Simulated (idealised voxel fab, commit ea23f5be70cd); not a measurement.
process module | voxel trench capacitor
This is section cut - it's 205 nm across, gridded in 5 nm square cells.
Cross-section, as written here: a square-cell grid given band by band from the top down, where a band holds one or more rows of cells.
Basically the band line says how high the top is and how high the bottom is, in nm, and then what's in it from left to right, every material with its width in nm. Empty space shows up as "air", and if a single material carries "edge to edge" it runs the full band edge to edge.
Beneath 0, the wafer as received is one material, and that level is where height counting begins. The lowest band goes on downward without a bottom; it is written like "0 down".
Top row gets the first number, bottom row gets the second, and each row in between changes by the same step: that is how a band width like "30..40" works.
"nothing altered" means the step left every cell of the cross-section as it was.
Closed internal voids: empty space of 8 cells or more with no open way to the top, each as width x height at its distance from the left edge, in nm
Read whatever lies past the settings on a step's line as the simulator's own remark about the step.
Among the settings permitted on a step's line is "overlay nm"; applied to a step with a mask, it specifies the extent to which the mask lay to the right of its planned position, whereas a negative figure signifies a position to the left.

### plan
1) RECEIVE: material Si
2) CONFORMAL_DEP: material SiN, thk nm 10
3) DIRECTIONAL_DEP: material aC, thk nm 15
4) PATTERN: tone open, mask id TRENCH, material resist, width nm 25, pitch nm 50, thk nm 35, overlay nm 0
5) DIRECTIONAL_ETCH: etch materials aC, depth nm 15
6) STRIP: etch materials resist
7) DIRECTIONAL_ETCH: etch materials SiN, depth nm 10
8) DIRECTIONAL_ETCH: etch materials Si, depth nm 25
9) STRIP: etch materials aC
10) CONFORMAL_DEP: material SiO2, thk nm 5
11) FILL_DEP: material polySi, thk nm 10
12) CMP: height nm 10

### Below: the first of two wafers, run as planned

### Wafer cross-section on receipt, i.e. after step 1
0 down  Si edge to edge
Closed internal voids: none

### Cross-sectional representation of the wafer at the conclusion of step 2
10 to 0  SiN edge to edge
Below a height of 0, the structure has not been altered.

### Cross-sectional representation of the wafer at the conclusion of step 3
25 to 10  aC edge to edge
Below a height of 10, the structure has not been altered.

### Cross-sectional representation of the wafer at the conclusion of step 4
60 to 25  40 resist; 25 air; 25 resist; 25 air; 25 resist; 25 air; 40 resist
Below a height of 25, the structure has not been altered.

### Cross-sectional representation of the wafer at the conclusion of step 5
45 to 25  40 resist; 25 air; 25 resist; 25 air; 25 resist; 25 air; 40 resist
25 to 10  40 aC; 25 air; 25 aC; 25 air; 25 aC; 25 air; 40 aC
Below a height of 10, the structure has not been altered.

### Cross-sectional representation of the wafer at the conclusion of step 6
25 to 10  40 aC; 25 air; 25 aC; 25 air; 25 aC; 25 air; 40 aC
Below a height of 10, the structure has not been altered.

### Cross-sectional representation of the wafer at the conclusion of step 7
25 to 10  40 aC; 25 air; 25 aC; 25 air; 25 aC; 25 air; 40 aC
10 to 0  40 SiN; 25 air; 25 SiN; 25 air; 25 SiN; 25 air; 40 SiN
Below a height of 0, the structure has not been altered.

### Cross-sectional representation of the wafer at the conclusion of step 8
25 to 10  40 aC; 25 air; 25 aC; 25 air; 25 aC; 25 air; 40 aC
10 to 0  40 SiN; 25 air; 25 SiN; 25 air; 25 SiN; 25 air; 40 SiN
0 to -25  40 Si; 25 air; 25 Si; 25 air; 25 Si; 25 air; 40 Si
Below a height of -25, the structure has not been altered.

### Cross-sectional representation of the wafer at the conclusion of step 9
10 to 0  40 SiN; 25 air; 25 SiN; 25 air; 25 SiN; 25 air; 40 SiN
Below a height of 0, the structure has not been altered.

### Cross-sectional representation of the wafer at the conclusion of step 10
15 to 10  45 SiO2; 15 air; 35 SiO2; 15 air; 35 SiO2; 15 air; 45 SiO2
10 to 0  40 SiN; 5 SiO2; 15 air; 5 SiO2; 25 SiN; 5 SiO2; 15 air; 5 SiO2; 25 SiN; 5 SiO2; 15 air; 5 SiO2; 40 SiN
0 to -20  40 Si; 5 SiO2; 15 air; 5 SiO2; 25 Si; 5 SiO2; 15 air; 5 SiO2; 25 Si; 5 SiO2; 15 air; 5 SiO2; 40 Si
-20 to -25  40 Si; 25 SiO2; 25 Si; 25 SiO2; 25 Si; 25 SiO2; 40 Si
Below a height of -25, the structure has not been altered.

### Cross-sectional representation of the wafer at the conclusion of step 11
25 to 15  polySi edge to edge
15 to 10  45 SiO2; 15 polySi; 35 SiO2; 15 polySi; 35 SiO2; 15 polySi; 45 SiO2
10 to 0  40 SiN; 5 SiO2; 15 polySi; 5 SiO2; 25 SiN; 5 SiO2; 15 polySi; 5 SiO2; 25 SiN; 5 SiO2; 15 polySi; 5 SiO2; 40 SiN
0 to -20  40 Si; 5 SiO2; 15 polySi; 5 SiO2; 25 Si; 5 SiO2; 15 polySi; 5 SiO2; 25 Si; 5 SiO2; 15 polySi; 5 SiO2; 40 Si
Below a height of -20, the structure has not been altered.

### Cross-sectional representation of the wafer at the conclusion of step 12
10 to 0  40 SiN; 5 SiO2; 15 polySi; 5 SiO2; 25 SiN; 5 SiO2; 15 polySi; 5 SiO2; 25 SiN; 5 SiO2; 15 polySi; 5 SiO2; 40 SiN
Below a height of 0, the structure has not been altered.

### Wafer two: like wafer one in start and plan, but with one mistake in execution; identical up to and including step 11

Cross-section of the second wafer when, according to plan, step 12 should have finished: nothing altered
Run error: plan step 12 never ran because it was skipped
Counted in cells at the end, the second wafer holds more or fewer of these materials than the first: SiO2 +32, polySi +91
